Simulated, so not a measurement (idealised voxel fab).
process module | voxel lift off
cross-section cut | 280 nm wide | cells 5 nm
A cross-section is a grid of square cells, given in bands from the top down. A band is one or more rows of cells.
Each band's line starts with the height of the band's top and of its bottom, in nm. Then come its materials from left to right, each with its width in nm. One material with "throughout" fills the band from edge to edge. "air" is empty space.
Height 0 is the level under which the wafer as received is all one material. The lowest band goes on downwards, as in "0 down".
A width such as "30 to 40" changes by the same amount from each row of cells to the next, from the band's top row to its bottom row.
"no change" after a step means that no cell of the cross-section changed.
closed voids: empty space of 8 cells or more with no open way to the top, each as width x height at its distance from the left edge, in nm
after a step's settings: what the simulator itself notes on the step
overlay nm, on a step with a mask: how far to the right of its planned place the mask lay; to the left if negative
plan
1 op RECEIVE | material Si
2 op CONFORMAL_DEP | material SiN | thk nm 10
3 op PATTERN | tone open | mask id LINES | material resist | width nm 30 | pitch nm 45 | thk nm 20 | overlay nm 0
4 op DIRECTIONAL_DEP | material Ru | thk nm 10
5 op STRIP | etch materials resist
6 op CONFORMAL_DEP | material SiO2 | thk nm 10
as received, after step 1
  0 down: Si throughout
  closed voids: none
a wafer at the end: this start, this plan, one mistake
  20 to 10: SiO2 throughout
  10 to 0: SiN throughout
  0 down: Si throughout
  closed voids: none
what went wrong: step 4 was left out
